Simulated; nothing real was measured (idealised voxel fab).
process module | voxel air gaps
Cross-sectional view cut (width: 280 nm; square cell size: 5 nm).
Just so we're on the same page, the cross-sections are grids of square cells, and they're listed out in bands top to bottom, each band one or more rows deep.
The band entry comprises the height of the band's top followed by the height of its bottom, expressed in nm, and subsequently the band's materials from left to right, each stated together with its width in nm. Where a single material is marked with the word "edge to edge", that material fills the band from edge to edge. The word "blank" represents empty space.
Measure heights from 0. That's the level where, below it, the as-received wafer is all one material. The lowest band is bottomless and extends downward; write it as in "from 0 down".
Quick explanation for "30..40": the width changes in equal steps down the rows of cells, from the first number in the band's top row to the second number in its bottom row.
"left unchanged" -> step changed no cross-section cell.
Each empty space that has no open way to the top and spans at least 8 cells appears under "Enclosed voids" as width x height at distance, the distance counted from the left edge, all in nm.
What comes after the settings on a step's line is commentary from the simulator itself on that step.
You can add "overlay nm" to a step's line. For a step with a mask, it describes how far the mask lay to the right of its planned position, and a negative number describes a lay to the left.
Below you will find pairs of cross-sections. In each, one shows the wafer before one process step and the other after it, with the after view ending at the lowest band that changed. Under each pair is the step separating them, along with its settings. Do not assume the pairs form a chain: they can come from different runs of this module on the same starting wafer, and a pair continues from the pair above it only when its "Pre-process" entry says so.

### Pre-process
    from 15 to 10 | Ru edge to edge
    from 10 to 0 | SiO2 edge to edge
    from 0 down | Si edge to edge
    Enclosed voids: none

### after
    from 55 to 15 | lowk edge to edge
    Whatever lies below 15 is exactly as it was before.
    Enclosed voids: none
Looking at the two cross-sections above, the step in the middle is DIRECTIONAL_DEP (material lowk; thk nm 40)

Pre-process: after-state, pair directly above.

### after
    from 70 to 55 | aC edge to edge
    Whatever lies below 55 is exactly as it was before.
    Enclosed voids: none
Looking at the two cross-sections above, the step in the middle is DIRECTIONAL_DEP (material aC; thk nm 15)

Pre-process: after-state, pair directly above.

### after
    from 100 to 70 | 75 resist | 25 blank | 25 resist | 25 blank | 25 resist | 25 blank | 80 resist
    Whatever lies below 70 is exactly as it was before.
    Enclosed voids: none
Looking at the two cross-sections above, the step in the middle is PATTERN (tone open; mask id LINES; material resist; width nm 25; pitch nm 50; thk nm 30; overlay nm 0)

Pre-process: after-state, pair directly above.

### after
    from 85 to 70 | 75 resist | 25 blank | 25 resist | 25 blank | 25 resist | 25 blank | 80 resist
    from 70 to 55 | 75 aC | 25 blank | 25 aC | 25 blank | 25 aC | 25 blank | 80 aC
    Whatever lies below 55 is exactly as it was before.
    Enclosed voids: none
Looking at the two cross-sections above, the step in the middle is DIRECTIONAL_ETCH (etch materials aC; depth nm 15)

Pre-process: after-state, pair directly above.

### after
    from 70 to 55 | 75 aC | 25 blank | 25 aC | 25 blank | 25 aC | 25 blank | 80 aC
    Whatever lies below 55 is exactly as it was before.
    Enclosed voids: none
Looking at the two cross-sections above, the step in the middle is STRIP (etch materials resist)

Pre-process: after-state, pair directly above.

### after
    from 70 to 55 | 75 aC | 25 blank | 25 aC | 25 blank | 25 aC | 25 blank | 80 aC
    from 55 to 15 | 75 lowk | 25 blank | 25 lowk | 25 blank | 25 lowk | 25 blank | 80 lowk
    Whatever lies below 15 is exactly as it was before.
    Enclosed voids: none
Looking at the two cross-sections above, the step in the middle is DIRECTIONAL_ETCH (etch materials lowk; depth nm 40)

Pre-process: after-state, pair directly above.

### after
    from 55 to 15 | 75 lowk | 25 blank | 25 lowk | 25 blank | 25 lowk | 25 blank | 80 lowk
    Whatever lies below 15 is exactly as it was before.
    Enclosed voids: none
Looking at the two cross-sections above, the step in the middle is STRIP (etch materials aC)

Pre-process: after-state, pair directly above.

### after
    from 60 to 55 | 80 TiN | 15 blank | 35 TiN | 15 blank | 35 TiN | 15 blank | 85 TiN
    from 55 to 20 | 75 lowk | 5 TiN | 15 blank | 5 TiN | 25 lowk | 5 TiN | 15 blank | 5 TiN | 25 lowk | 5 TiN | 15 blank | 5 TiN | 80 lowk
    from 20 to 15 | 75 lowk | 25 TiN | 25 lowk | 25 TiN | 25 lowk | 25 TiN | 80 lowk
    Whatever lies below 15 is exactly as it was before.
    Enclosed voids: none
Looking at the two cross-sections above, the step in the middle is CONFORMAL_DEP (material TiN; thk nm 5)

Pre-process: after-state, pair directly above.

### after
    from 70 to 60 | Ru edge to edge
    from 60 to 55 | 80 TiN | 15 Ru | 35 TiN | 15 Ru | 35 TiN | 15 Ru | 85 TiN
    from 55 to 20 | 75 lowk | 5 TiN | 15 Ru | 5 TiN | 25 lowk | 5 TiN | 15 Ru | 5 TiN | 25 lowk | 5 TiN | 15 Ru | 5 TiN | 80 lowk
    Whatever lies below 20 is exactly as it was before.
    Enclosed voids: none
Looking at the two cross-sections above, the step in the middle is FILL_DEP (material Ru; thk nm 10)

Pre-process: after-state, pair directly above.

### after
    from 55 to 20 | 75 lowk | 5 TiN | 15 Ru | 5 TiN | 25 lowk | 5 TiN | 15 Ru | 5 TiN | 25 lowk | 5 TiN | 15 Ru | 5 TiN | 80 lowk
    Whatever lies below 20 is exactly as it was before.
    Enclosed voids: none
Looking at the two cross-sections above, the step in the middle is CMP (height nm 55)

Pre-process: after-state, pair directly above.

### after
    from 65 to 55 | 65 blank | 45 Ru | 5 blank | 45 Ru | 5 blank | 45 Ru | 70 blank
    Whatever lies below 55 is exactly as it was before.
    Enclosed voids: none
Looking at the two cross-sections above, the step in the middle is EPI (material Ru; thk nm 10)

Pre-process: after-state, pair directly above.

### after
    from 65 to 55 | 65 blank | 45 Ru | 5 blank | 45 Ru | 5 blank | 45 Ru | 70 blank
    from 55 to 20 | 75 blank | 5 TiN | 15 Ru | 5 TiN | 25 blank | 5 TiN | 15 Ru | 5 TiN | 25 blank | 5 TiN | 15 Ru | 5 TiN | 80 blank
    from 20 to 15 | 75 blank | 25 TiN | 25 blank | 25 TiN | 25 blank | 25 TiN | 80 blank
    Whatever lies below 15 is exactly as it was before.
    Enclosed voids: none
Looking at the two cross-sections above, the step in the middle is SELECTIVE_ETCH (etch materials lowk; depth nm 50)

Pre-process: after-state, pair directly above.

### after
    from 70 to 65 | 60 blank | 155 SiCN | 65 blank
    from 65 to 55 | 60 blank | 5 SiCN | 45 Ru | 5 SiCN | 45 Ru | 5 SiCN | 45 Ru | 5 SiCN | 65 blank
    from 55 to 50 | 60 blank | 15 SiCN | 5 TiN | 15 Ru | 5 TiN | 25 SiCN | 5 TiN | 15 Ru | 5 TiN | 25 SiCN | 5 TiN | 15 Ru | 5 TiN | 15 SiCN | 65 blank
    from 50 to 20 | 70 blank | 5 SiCN | 5 TiN | 15 Ru | 5 TiN | 5 SiCN | 15 blank | 5 SiCN | 5 TiN | 15 Ru | 5 TiN | 5 SiCN | 15 blank | 5 SiCN | 5 TiN | 15 Ru | 5 TiN | 5 SiCN | 75 blank
    from 20 to 15 | 75 SiCN | 25 TiN | 25 SiCN | 25 TiN | 25 SiCN | 25 TiN | 80 SiCN
    Whatever lies below 15 is exactly as it was before.
    Enclosed voids: 15 x 30 at 105; 15 x 30 at 155
Looking at the two cross-sections above, the step in the middle is CONFORMAL_DEP (material SiCN; thk nm 5)

### Pre-process
    from 70 to 55 | aC edge to edge
    from 55 to 15 | lowk edge to edge
    from 15 to 10 | SiCN edge to edge
    from 10 to 0 | SiO2 edge to edge
    from 0 down | Si edge to edge
    Enclosed voids: none

### after
    from 100 to 70 | 75 blank | 25 resist | 25 blank | 25 resist | 25 blank | 25 resist | 80 blank
    Whatever lies below 70 is exactly as it was before.
    Enclosed voids: none
Looking at the two cross-sections above, the step in the middle is PATTERN (tone cover; mask id LINES; material resist; width nm 25; pitch nm 50; thk nm 30; overlay nm 0)

Pre-process: after-state, pair directly above.

### after
    from 85 to 70 | 75 blank | 25 resist | 25 blank | 25 resist | 25 blank | 25 resist | 80 blank
    from 70 to 55 | 75 blank | 25 aC | 25 blank | 25 aC | 25 blank | 25 aC | 80 blank
    Whatever lies below 55 is exactly as it was before.
    Enclosed voids: none
Looking at the two cross-sections above, the step in the middle is DIRECTIONAL_ETCH (etch materials aC; depth nm 15)

Pre-process: after-state, pair directly above.

### after
    from 70 to 55 | 75 blank | 25 aC | 25 blank | 25 aC | 25 blank | 25 aC | 80 blank
    Whatever lies below 55 is exactly as it was before.
    Enclosed voids: none
Looking at the two cross-sections above, the step in the middle is STRIP (etch materials resist)

Pre-process: after-state, pair directly above.

### after
    from 70 to 55 | 75 blank | 25 aC | 25 blank | 25 aC | 25 blank | 25 aC | 80 blank
    from 55 to 15 | 75 blank | 25 lowk | 25 blank | 25 lowk | 25 blank | 25 lowk | 80 blank
    Whatever lies below 15 is exactly as it was before.
    Enclosed voids: none
Looking at the two cross-sections above, the step in the middle is DIRECTIONAL_ETCH (etch materials lowk; depth nm 40)

Pre-process: after-state, pair directly above.

### after
    from 55 to 15 | 75 blank | 25 lowk | 25 blank | 25 lowk | 25 blank | 25 lowk | 80 blank
    Whatever lies below 15 is exactly as it was before.
    Enclosed voids: none
Looking at the two cross-sections above, the step in the middle is STRIP (etch materials aC)

Pre-process: after-state, pair directly above.

### after
    from 60 to 55 | 70 blank | 35 TiN | 15 blank | 35 TiN | 15 blank | 35 TiN | 75 blank
    from 55 to 20 | 70 blank | 5 TiN | 25 lowk | 5 TiN | 15 blank | 5 TiN | 25 lowk | 5 TiN | 15 blank | 5 TiN | 25 lowk | 5 TiN | 75 blank
    from 20 to 15 | 75 TiN | 25 lowk | 25 TiN | 25 lowk | 25 TiN | 25 lowk | 80 TiN
    Whatever lies below 15 is exactly as it was before.
    Enclosed voids: none
Looking at the two cross-sections above, the step in the middle is CONFORMAL_DEP (material TiN; thk nm 5)

Pre-process: after-state, pair directly above.

### after
    from 70 to 60 | Ru edge to edge
    from 60 to 55 | 70 Ru | 35 TiN | 15 Ru | 35 TiN | 15 Ru | 35 TiN | 75 Ru
    from 55 to 20 | 70 Ru | 5 TiN | 25 lowk | 5 TiN | 15 Ru | 5 TiN | 25 lowk | 5 TiN | 15 Ru | 5 TiN | 25 lowk | 5 TiN | 75 Ru
    Whatever lies below 20 is exactly as it was before.
    Enclosed voids: none
Looking at the two cross-sections above, the step in the middle is FILL_DEP (material Ru; thk nm 10)

Pre-process: after-state, pair directly above.

### after
    from 55 to 20 | 70 Ru | 5 TiN | 25 lowk | 5 TiN | 15 Ru | 5 TiN | 25 lowk | 5 TiN | 15 Ru | 5 TiN | 25 lowk | 5 TiN | 75 Ru
    Whatever lies below 20 is exactly as it was before.
    Enclosed voids: none
Looking at the two cross-sections above, the step in the middle is CMP (height nm 55)

Pre-process: after-state, pair directly above.

### after
    from 65 to 55 | 85 Ru | 5 blank | 45 Ru | 5 blank | 45 Ru | 5 blank | 90 Ru
    Whatever lies below 55 is exactly as it was before.
    Enclosed voids: none
Looking at the two cross-sections above, the step in the middle is EPI (material Ru; thk nm 10)

Pre-process: after-state, pair directly above.

### after
    from 65 to 55 | 85 Ru | 5 blank | 45 Ru | 5 blank | 45 Ru | 5 blank | 90 Ru
    from 55 to 20 | 70 Ru | 5 TiN | 25 blank | 5 TiN | 15 Ru | 5 TiN | 25 blank | 5 TiN | 15 Ru | 5 TiN | 25 blank | 5 TiN | 75 Ru
    from 20 to 15 | 75 TiN | 25 blank | 25 TiN | 25 blank | 25 TiN | 25 blank | 80 TiN
    Whatever lies below 15 is exactly as it was before.
    Enclosed voids: none
Looking at the two cross-sections above, the step in the middle is SELECTIVE_ETCH (etch materials lowk; depth nm 50)

Pre-process: after-state, pair directly above.

### after
    from 70 to 65 | SiCN edge to edge
    from 65 to 55 | 85 Ru | 5 SiCN | 45 Ru | 5 SiCN | 45 Ru | 5 SiCN | 90 Ru
    from 55 to 50 | 70 Ru | 5 TiN | 25 SiCN | 5 TiN | 15 Ru | 5 TiN | 25 SiCN | 5 TiN | 15 Ru | 5 TiN | 25 SiCN | 5 TiN | 75 Ru
    from 50 to 20 | 70 Ru | 5 TiN | 5 SiCN | 15 blank | 5 SiCN | 5 TiN | 15 Ru | 5 TiN | 5 SiCN | 15 blank | 5 SiCN | 5 TiN | 15 Ru | 5 TiN | 5 SiCN | 15 blank | 5 SiCN | 5 TiN | 75 Ru
    from 20 to 15 | 75 TiN | 25 SiCN | 25 TiN | 25 SiCN | 25 TiN | 25 SiCN | 80 TiN
    Whatever lies below 15 is exactly as it was before.
    Enclosed voids: 15 x 30 at 80; 15 x 30 at 130; 15 x 30 at 180
Looking at the two cross-sections above, the step in the middle is CONFORMAL_DEP (material SiCN; thk nm 5)
